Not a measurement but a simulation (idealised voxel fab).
process module | voxel fin reveal
cross-section cut | 275 nm wide | cells 5 nm
A cross-section is a grid of square cells, given in bands from the top down. A band is one or more rows of cells.
Each band's line starts with the height of the band's top and of its bottom, in nm. Then come its materials from left to right, each with its width in nm. One material with "throughout" fills the band from edge to edge. "air" is empty space.
Height 0 is the level under which the wafer as received is all one material. The lowest band goes on downwards, as in "0 down".
A width such as "30 to 40" changes by the same amount from each row of cells to the next, from the band's top row to its bottom row.
"no change" after a step means that no cell of the cross-section changed.
closed voids: empty space of 8 cells or more with no open way to the top, each as width x height at its distance from the left edge, in nm
after a step's settings: what the simulator itself notes on the step
overlay nm, on a step with a mask: how far to the right of its planned place the mask lay; to the left if negative
plan
1 op RECEIVE | material Si
2 op CONFORMAL_DEP | material SiN | thk nm 5
3 op MASKED_ETCH | tone cover | mask id FINS | width nm 15 | pitch nm 40 | etch materials SiN | depth nm 5 | overlay nm 0
4 op MASKED_ETCH | tone cover | mask id FINS | width nm 15 | pitch nm 40 | etch materials Si | depth nm 30 | overlay nm 0
5 op OXIDIZE | depth nm 5
6 op FILL_DEP | material SiO2 | thk nm 15
7 op CMP | height nm 5
8 op SELECTIVE_ETCH | etch materials SiO2 | depth nm 15
9 op STRIP | etch materials SiN
10 op CONFORMAL_DEP | material SiO2 | thk nm 5
as received, after step 1
  0 down: Si throughout
  closed voids: none
first wafer at the end, as planned
  5 to 0: air 110 | SiO2 15 | air 25 | SiO2 15 | air 110
  0 to -5: air 110 | SiO2 5 | Si 5 | SiO2 5 | air 25 | SiO2 5 | Si 5 | SiO2 5 | air 110
  -5 to -35: SiO2 115 | Si 5 | SiO2 35 | Si 5 | SiO2 115
  -35 down: Si throughout
  closed voids: none
second wafer at the end: like start, like plan, one mistake
  5 to 0: air 110 | SiO2 15 | air 25 | SiO2 15 | air 110
  0 to -5: air 110 | SiO2 5 | Si 5 | SiO2 5 | air 25 | SiO2 5 | Si 5 | SiO2 5 | air 110
  -5 to -45: SiO2 115 | Si 5 | SiO2 35 | Si 5 | SiO2 115
  -45 down: Si throughout
  closed voids: none
what went wrong: step 4 ran as: op MASKED_ETCH | tone cover | mask id FINS | width nm 15 | pitch nm 40 | etch materials Si | depth nm 40 | overlay nm 0
at the end the second wafer has, in cells: 106 fewer of Si | 106 more of SiO2
